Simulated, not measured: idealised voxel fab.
The following is a process module called voxel gate over fins.
The figure presents cross-section cut, which has a width of 240 nm and is divided into square cells with an edge length of 5 nm.
Cross-sections here: square-cell grids, written as top-down lists of bands, a band being one or more rows of cells.
Each band's line starts with the height of the band's top and of its bottom, in nm. Then come its materials from left to right, each with its width in nm. One material with "edge to edge" fills the band from edge to edge. "empty" is empty space.
Heights are measured from 0, the level below which the as-received wafer is all one material; the lowest band has no bottom and continues downward, written as in "0 -> down".
Graded width ("30..40"): value in top row of band = first number; value in bottom row = second number; row-to-row change constant.
A step reported as "no alterations made" is a step in which no cell of the cross-section changed.
Under "Fully sealed voids" you'll find the enclosed gaps, the ones with no way out to the top, that are 8 cells or bigger; each reads width x height at distance, with distance counted from the left edge, everything in nm.
What comes after the settings on a step's line is commentary from the simulator itself on that step.
Each step line may optionally specify "overlay nm", which for a step with a mask gives the rightward distance between the mask's planned place and where it lay, a negative value indicating the leftward direction.
# So here's the lineup of process steps we planned
step 1: RECEIVE (material Si)
step 2: CONFORMAL_DEP (material SiN; thk nm 5)
step 3: PATTERN (tone cover; mask id FINS; material resist; width nm 15; pitch nm 55; thk nm 20; overlay nm 0)
step 4: DIRECTIONAL_ETCH (etch materials SiN; depth nm 5)
step 5: DIRECTIONAL_ETCH (etch materials Si; depth nm 40)
step 6: STRIP (etch materials resist)
step 7: FILL_DEP (material SiO2; thk nm 5)
step 8: CMP (height nm 5)
step 9: MASKED_ETCH (tone open; mask id RAIL; width nm 15; etch materials SiO2; depth nm 40; overlay nm 0)
step 10: CONFORMAL_DEP (material TiN; thk nm 5)
step 11: FILL_DEP (material W; thk nm 10)
step 12: CMP (height nm 5)
step 13: SELECTIVE_ETCH (etch materials W Ru TiN; depth nm 25)
step 14: FILL_DEP (material SiO2; thk nm 5)
step 15: CMP (height nm 5)
step 16: SELECTIVE_ETCH (etch materials SiO2; depth nm 20)
step 17: STRIP (etch materials SiN)
step 18: CONFORMAL_DEP (material HfO2; thk nm 5)
step 19: CONFORMAL_DEP (material TiN; thk nm 5)
step 20: CONFORMAL_DEP (material TiAl; thk nm 5)
step 21: CONFORMAL_DEP (material TiN; thk nm 5)
step 22: FILL_DEP (material W; thk nm 15)
step 23: CMP (height nm 30)
step 24: CONFORMAL_DEP (material SiCN; thk nm 5)
# So, the first of our two wafers, run just as we planned it
# As received (post step 1): cross-section
0 -> down | Si edge to edge
Fully sealed voids: none
# Presented here is a cross-section of the wafer after step 2 has been performed
5 -> 0 | SiN edge to edge
Lower than 0, everything is as it was.
# Presented here is a cross-section of the wafer after step 3 has been performed
25 -> 5 | empty (55)  resist (15)  empty (40)  resist (15)  empty (40)  resist (15)  empty (60)
Lower than 5, everything is as it was.
# Presented here is a cross-section of the wafer after step 4 has been performed
25 -> 5 | empty (55)  resist (15)  empty (40)  resist (15)  empty (40)  resist (15)  empty (60)
5 -> 0 | empty (55)  SiN (15)  empty (40)  SiN (15)  empty (40)  SiN (15)  empty (60)
Lower than 0, everything is as it was.
# Presented here is a cross-section of the wafer after step 5 has been performed
25 -> 5 | empty (55)  resist (15)  empty (40)  resist (15)  empty (40)  resist (15)  empty (60)
5 -> 0 | empty (55)  SiN (15)  empty (40)  SiN (15)  empty (40)  SiN (15)  empty (60)
0 -> -40 | empty (55)  Si (15)  empty (40)  Si (15)  empty (40)  Si (15)  empty (60)
Lower than -40, everything is as it was.
# Presented here is a cross-section of the wafer after step 6 has been performed
5 -> 0 | empty (55)  SiN (15)  empty (40)  SiN (15)  empty (40)  SiN (15)  empty (60)
Lower than 0, everything is as it was.
# Presented here is a cross-section of the wafer after step 7 has been performed
10 -> 5 | SiO2 edge to edge
5 -> 0 | SiO2 (55)  SiN (15)  SiO2 (40)  SiN (15)  SiO2 (40)  SiN (15)  SiO2 (60)
0 -> -40 | SiO2 (55)  Si (15)  SiO2 (40)  Si (15)  SiO2 (40)  Si (15)  SiO2 (60)
Lower than -40, everything is as it was.
# Presented here is a cross-section of the wafer after step 8 has been performed
5 -> 0 | SiO2 (55)  SiN (15)  SiO2 (40)  SiN (15)  SiO2 (40)  SiN (15)  SiO2 (60)
Lower than 0, everything is as it was.
# Presented here is a cross-section of the wafer after step 9 has been performed
5 -> 0 | SiO2 (55)  SiN (15)  SiO2 (10)  empty (15)  SiO2 (15)  SiN (15)  SiO2 (40)  SiN (15)  SiO2 (60)
0 -> -35 | SiO2 (55)  Si (15)  SiO2 (10)  empty (15)  SiO2 (15)  Si (15)  SiO2 (40)  Si (15)  SiO2 (60)
Lower than -35, everything is as it was.
# Presented here is a cross-section of the wafer after step 10 has been performed
10 -> 5 | TiN (85)  empty (5)  TiN (150)
5 -> 0 | SiO2 (55)  SiN (15)  SiO2 (10)  TiN (5)  empty (5)  TiN (5)  SiO2 (15)  SiN (15)  SiO2 (40)  SiN (15)  SiO2 (60)
0 -> -30 | SiO2 (55)  Si (15)  SiO2 (10)  TiN (5)  empty (5)  TiN (5)  SiO2 (15)  Si (15)  SiO2 (40)  Si (15)  SiO2 (60)
-30 -> -35 | SiO2 (55)  Si (15)  SiO2 (10)  TiN (15)  SiO2 (15)  Si (15)  SiO2 (40)  Si (15)  SiO2 (60)
Lower than -35, everything is as it was.
# Presented here is a cross-section of the wafer after step 11 has been performed
20 -> 10 | W edge to edge
10 -> 5 | TiN (85)  W (5)  TiN (150)
5 -> 0 | SiO2 (55)  SiN (15)  SiO2 (10)  TiN (5)  W (5)  TiN (5)  SiO2 (15)  SiN (15)  SiO2 (40)  SiN (15)  SiO2 (60)
0 -> -30 | SiO2 (55)  Si (15)  SiO2 (10)  TiN (5)  W (5)  TiN (5)  SiO2 (15)  Si (15)  SiO2 (40)  Si (15)  SiO2 (60)
Lower than -30, everything is as it was.
# Presented here is a cross-section of the wafer after step 12 has been performed
5 -> 0 | SiO2 (55)  SiN (15)  SiO2 (10)  TiN (5)  W (5)  TiN (5)  SiO2 (15)  SiN (15)  SiO2 (40)  SiN (15)  SiO2 (60)
Lower than 0, everything is as it was.
# Presented here is a cross-section of the wafer after step 13 has been performed
5 -> 0 | SiO2 (55)  SiN (15)  SiO2 (10)  empty (15)  SiO2 (15)  SiN (15)  SiO2 (40)  SiN (15)  SiO2 (60)
0 -> -20 | SiO2 (55)  Si (15)  SiO2 (10)  empty (15)  SiO2 (15)  Si (15)  SiO2 (40)  Si (15)  SiO2 (60)
Lower than -20, everything is as it was.
# Presented here is a cross-section of the wafer after step 14 has been performed
10 -> 5 | SiO2 edge to edge
5 -> 0 | SiO2 (55)  SiN (15)  SiO2 (40)  SiN (15)  SiO2 (40)  SiN (15)  SiO2 (60)
0 -> -20 | SiO2 (55)  Si (15)  SiO2 (40)  Si (15)  SiO2 (40)  Si (15)  SiO2 (60)
Lower than -20, everything is as it was.
# Presented here is a cross-section of the wafer after step 15 has been performed
5 -> 0 | SiO2 (55)  SiN (15)  SiO2 (40)  SiN (15)  SiO2 (40)  SiN (15)  SiO2 (60)
Lower than 0, everything is as it was.
# Presented here is a cross-section of the wafer after step 16 has been performed
5 -> 0 | empty (55)  SiN (15)  empty (40)  SiN (15)  empty (40)  SiN (15)  empty (60)
0 -> -15 | empty (55)  Si (15)  empty (40)  Si (15)  empty (40)  Si (15)  empty (60)
Lower than -15, everything is as it was.
# Presented here is a cross-section of the wafer after step 17 has been performed
0 -> -15 | empty (55)  Si (15)  empty (40)  Si (15)  empty (40)  Si (15)  empty (60)
Lower than -15, everything is as it was.
# Presented here is a cross-section of the wafer after step 18 has been performed
5 -> 0 | empty (50)  HfO2 (25)  empty (30)  HfO2 (25)  empty (30)  HfO2 (25)  empty (55)
0 -> -10 | empty (50)  HfO2 (5)  Si (15)  HfO2 (5)  empty (30)  HfO2 (5)  Si (15)  HfO2 (5)  empty (30)  HfO2 (5)  Si (15)  HfO2 (5)  empty (55)
-10 -> -15 | HfO2 (55)  Si (15)  HfO2 (40)  Si (15)  HfO2 (40)  Si (15)  HfO2 (60)
Lower than -15, everything is as it was.
# Presented here is a cross-section of the wafer after step 19 has been performed
10 -> 5 | empty (45)  TiN (35)  empty (20)  TiN (35)  empty (20)  TiN (35)  empty (50)
5 -> 0 | empty (45)  TiN (5)  HfO2 (25)  TiN (5)  empty (20)  TiN (5)  HfO2 (25)  TiN (5)  empty (20)  TiN (5)  HfO2 (25)  TiN (5)  empty (50)
0 -> -5 | empty (45)  TiN (5)  HfO2 (5)  Si (15)  HfO2 (5)  TiN (5)  empty (20)  TiN (5)  HfO2 (5)  Si (15)  HfO2 (5)  TiN (5)  empty (20)  TiN (5)  HfO2 (5)  Si (15)  HfO2 (5)  TiN (5)  empty (50)
-5 -> -10 | TiN (50)  HfO2 (5)  Si (15)  HfO2 (5)  TiN (30)  HfO2 (5)  Si (15)  HfO2 (5)  TiN (30)  HfO2 (5)  Si (15)  HfO2 (5)  TiN (55)
Lower than -10, everything is as it was.
# Presented here is a cross-section of the wafer after step 20 has been performed
15 -> 10 | empty (40)  TiAl (45)  empty (10)  TiAl (45)  empty (10)  TiAl (45)  empty (45)
10 -> 5 | empty (40)  TiAl (5)  TiN (35)  TiAl (5)  empty (10)  TiAl (5)  TiN (35)  TiAl (5)  empty (10)  TiAl (5)  TiN (35)  TiAl (5)  empty (45)
5 -> 0 | empty (40)  TiAl (5)  TiN (5)  HfO2 (25)  TiN (5)  TiAl (5)  empty (10)  TiAl (5)  TiN (5)  HfO2 (25)  TiN (5)  TiAl (5)  empty (10)  TiAl (5)  TiN (5)  HfO2 (25)  TiN (5)  TiAl (5)  empty (45)
0 -> -5 | TiAl (45)  TiN (5)  HfO2 (5)  Si (15)  HfO2 (5)  TiN (5)  TiAl (20)  TiN (5)  HfO2 (5)  Si (15)  HfO2 (5)  TiN (5)  TiAl (20)  TiN (5)  HfO2 (5)  Si (15)  HfO2 (5)  TiN (5)  TiAl (50)
Lower than -5, everything is as it was.
# Presented here is a cross-section of the wafer after step 21 has been performed
20 -> 15 | empty (35)  TiN (165)  empty (40)
15 -> 10 | empty (35)  TiN (5)  TiAl (45)  TiN (10)  TiAl (45)  TiN (10)  TiAl (45)  TiN (5)  empty (40)
10 -> 5 | empty (35)  TiN (5)  TiAl (5)  TiN (35)  TiAl (5)  TiN (10)  TiAl (5)  TiN (35)  TiAl (5)  TiN (10)  TiAl (5)  TiN (35)  TiAl (5)  TiN (5)  empty (40)
5 -> 0 | TiN (40)  TiAl (5)  TiN (5)  HfO2 (25)  TiN (5)  TiAl (5)  TiN (10)  TiAl (5)  TiN (5)  HfO2 (25)  TiN (5)  TiAl (5)  TiN (10)  TiAl (5)  TiN (5)  HfO2 (25)  TiN (5)  TiAl (5)  TiN (45)
Lower than 0, everything is as it was.
# Presented here is a cross-section of the wafer after step 22 has been performed
35 -> 20 | W edge to edge
20 -> 15 | W (35)  TiN (165)  W (40)
15 -> 10 | W (35)  TiN (5)  TiAl (45)  TiN (10)  TiAl (45)  TiN (10)  TiAl (45)  TiN (5)  W (40)
10 -> 5 | W (35)  TiN (5)  TiAl (5)  TiN (35)  TiAl (5)  TiN (10)  TiAl (5)  TiN (35)  TiAl (5)  TiN (10)  TiAl (5)  TiN (35)  TiAl (5)  TiN (5)  W (40)
Lower than 5, everything is as it was.
# Presented here is a cross-section of the wafer after step 23 has been performed
30 -> 20 | W edge to edge
Lower than 20, everything is as it was.
# Presented here is a cross-section of the wafer after step 24 has been performed
35 -> 30 | SiCN edge to edge
Lower than 30, everything is as it was.
# Second wafer. Start and plan as for the first. One mistake made in running. Agrees with the first up to and including step 8
# Cross-section, second wafer, at the end time the plan gives for step 9
5 -> 0 | SiO2 (55)  SiN (15)  empty (15)  SiO2 (25)  SiN (15)  SiO2 (40)  SiN (15)  SiO2 (60)
0 -> -35 | SiO2 (55)  Si (15)  empty (15)  SiO2 (25)  Si (15)  SiO2 (40)  Si (15)  SiO2 (60)
Lower than -35, everything is as it was.
# Cross-section, second wafer, at the end time the plan gives for step 10
10 -> 5 | TiN (75)  empty (5)  TiN (160)
5 -> 0 | SiO2 (55)  SiN (15)  TiN (5)  empty (5)  TiN (5)  SiO2 (25)  SiN (15)  SiO2 (40)  SiN (15)  SiO2 (60)
0 -> -30 | SiO2 (55)  Si (15)  TiN (5)  empty (5)  TiN (5)  SiO2 (25)  Si (15)  SiO2 (40)  Si (15)  SiO2 (60)
-30 -> -35 | SiO2 (55)  Si (15)  TiN (15)  SiO2 (25)  Si (15)  SiO2 (40)  Si (15)  SiO2 (60)
Lower than -35, everything is as it was.
# Cross-section, second wafer, at the end time the plan gives for step 11
20 -> 10 | W edge to edge
10 -> 5 | TiN (75)  W (5)  TiN (160)
5 -> 0 | SiO2 (55)  SiN (15)  TiN (5)  W (5)  TiN (5)  SiO2 (25)  SiN (15)  SiO2 (40)  SiN (15)  SiO2 (60)
0 -> -30 | SiO2 (55)  Si (15)  TiN (5)  W (5)  TiN (5)  SiO2 (25)  Si (15)  SiO2 (40)  Si (15)  SiO2 (60)
Lower than -30, everything is as it was.
# Cross-section, second wafer, at the end time the plan gives for step 12
5 -> 0 | SiO2 (55)  SiN (15)  TiN (5)  W (5)  TiN (5)  SiO2 (25)  SiN (15)  SiO2 (40)  SiN (15)  SiO2 (60)
Lower than 0, everything is as it was.
# Cross-section, second wafer, at the end time the plan gives for step 13
5 -> 0 | SiO2 (55)  SiN (15)  empty (15)  SiO2 (25)  SiN (15)  SiO2 (40)  SiN (15)  SiO2 (60)
0 -> -20 | SiO2 (55)  Si (15)  empty (15)  SiO2 (25)  Si (15)  SiO2 (40)  Si (15)  SiO2 (60)
Lower than -20, everything is as it was.
# Cross-section, second wafer, at the end time the plan gives for step 14
10 -> 5 | SiO2 edge to edge
5 -> 0 | SiO2 (55)  SiN (15)  SiO2 (40)  SiN (15)  SiO2 (40)  SiN (15)  SiO2 (60)
0 -> -20 | SiO2 (55)  Si (15)  SiO2 (40)  Si (15)  SiO2 (40)  Si (15)  SiO2 (60)
Lower than -20, everything is as it was.
# Cross-section, second wafer, at the end time the plan gives for step 15
5 -> 0 | SiO2 (55)  SiN (15)  SiO2 (40)  SiN (15)  SiO2 (40)  SiN (15)  SiO2 (60)
Lower than 0, everything is as it was.
# Cross-section, second wafer, at the end time the plan gives for step 16
5 -> 0 | empty (55)  SiN (15)  empty (40)  SiN (15)  empty (40)  SiN (15)  empty (60)
0 -> -15 | empty (55)  Si (15)  empty (40)  Si (15)  empty (40)  Si (15)  empty (60)
Lower than -15, everything is as it was.
# Cross-section, second wafer, at the end time the plan gives for step 17
0 -> -15 | empty (55)  Si (15)  empty (40)  Si (15)  empty (40)  Si (15)  empty (60)
Lower than -15, everything is as it was.
# Cross-section, second wafer, at the end time the plan gives for step 18
5 -> 0 | empty (50)  HfO2 (25)  empty (30)  HfO2 (25)  empty (30)  HfO2 (25)  empty (55)
0 -> -10 | empty (50)  HfO2 (5)  Si (15)  HfO2 (5)  empty (30)  HfO2 (5)  Si (15)  HfO2 (5)  empty (30)  HfO2 (5)  Si (15)  HfO2 (5)  empty (55)
-10 -> -15 | HfO2 (55)  Si (15)  HfO2 (40)  Si (15)  HfO2 (40)  Si (15)  HfO2 (60)
Lower than -15, everything is as it was.
# Cross-section, second wafer, at the end time the plan gives for step 19
10 -> 5 | empty (45)  TiN (35)  empty (20)  TiN (35)  empty (20)  TiN (35)  empty (50)
5 -> 0 | empty (45)  TiN (5)  HfO2 (25)  TiN (5)  empty (20)  TiN (5)  HfO2 (25)  TiN (5)  empty (20)  TiN (5)  HfO2 (25)  TiN (5)  empty (50)
0 -> -5 | empty (45)  TiN (5)  HfO2 (5)  Si (15)  HfO2 (5)  TiN (5)  empty (20)  TiN (5)  HfO2 (5)  Si (15)  HfO2 (5)  TiN (5)  empty (20)  TiN (5)  HfO2 (5)  Si (15)  HfO2 (5)  TiN (5)  empty (50)
-5 -> -10 | TiN (50)  HfO2 (5)  Si (15)  HfO2 (5)  TiN (30)  HfO2 (5)  Si (15)  HfO2 (5)  TiN (30)  HfO2 (5)  Si (15)  HfO2 (5)  TiN (55)
Lower than -10, everything is as it was.
# Cross-section, second wafer, at the end time the plan gives for step 20
15 -> 10 | empty (40)  TiAl (45)  empty (10)  TiAl (45)  empty (10)  TiAl (45)  empty (45)
10 -> 5 | empty (40)  TiAl (5)  TiN (35)  TiAl (5)  empty (10)  TiAl (5)  TiN (35)  TiAl (5)  empty (10)  TiAl (5)  TiN (35)  TiAl (5)  empty (45)
5 -> 0 | empty (40)  TiAl (5)  TiN (5)  HfO2 (25)  TiN (5)  TiAl (5)  empty (10)  TiAl (5)  TiN (5)  HfO2 (25)  TiN (5)  TiAl (5)  empty (10)  TiAl (5)  TiN (5)  HfO2 (25)  TiN (5)  TiAl (5)  empty (45)
0 -> -5 | TiAl (45)  TiN (5)  HfO2 (5)  Si (15)  HfO2 (5)  TiN (5)  TiAl (20)  TiN (5)  HfO2 (5)  Si (15)  HfO2 (5)  TiN (5)  TiAl (20)  TiN (5)  HfO2 (5)  Si (15)  HfO2 (5)  TiN (5)  TiAl (50)
Lower than -5, everything is as it was.
# Cross-section, second wafer, at the end time the plan gives for step 21
20 -> 15 | empty (35)  TiN (165)  empty (40)
15 -> 10 | empty (35)  TiN (5)  TiAl (45)  TiN (10)  TiAl (45)  TiN (10)  TiAl (45)  TiN (5)  empty (40)
10 -> 5 | empty (35)  TiN (5)  TiAl (5)  TiN (35)  TiAl (5)  TiN (10)  TiAl (5)  TiN (35)  TiAl (5)  TiN (10)  TiAl (5)  TiN (35)  TiAl (5)  TiN (5)  empty (40)
5 -> 0 | TiN (40)  TiAl (5)  TiN (5)  HfO2 (25)  TiN (5)  TiAl (5)  TiN (10)  TiAl (5)  TiN (5)  HfO2 (25)  TiN (5)  TiAl (5)  TiN (10)  TiAl (5)  TiN (5)  HfO2 (25)  TiN (5)  TiAl (5)  TiN (45)
Lower than 0, everything is as it was.
# Cross-section, second wafer, at the end time the plan gives for step 22
35 -> 20 | W edge to edge
20 -> 15 | W (35)  TiN (165)  W (40)
15 -> 10 | W (35)  TiN (5)  TiAl (45)  TiN (10)  TiAl (45)  TiN (10)  TiAl (45)  TiN (5)  W (40)
10 -> 5 | W (35)  TiN (5)  TiAl (5)  TiN (35)  TiAl (5)  TiN (10)  TiAl (5)  TiN (35)  TiAl (5)  TiN (10)  TiAl (5)  TiN (35)  TiAl (5)  TiN (5)  W (40)
Lower than 5, everything is as it was.
# Cross-section, second wafer, at the end time the plan gives for step 23
30 -> 20 | W edge to edge
Lower than 20, everything is as it was.
# Cross-section, second wafer, at the end time the plan gives for step 24
35 -> 30 | SiCN edge to edge
Lower than 30, everything is as it was.
Run error: not per plan at step 9, really ran MASKED_ETCH (tone open; mask id RAIL; width nm 15; etch materials SiO2; depth nm 40; overlay nm -10)
Upon completion, the cell count for each material on the second wafer equals that on the first, whereas the spatial distribution of those cells differs.
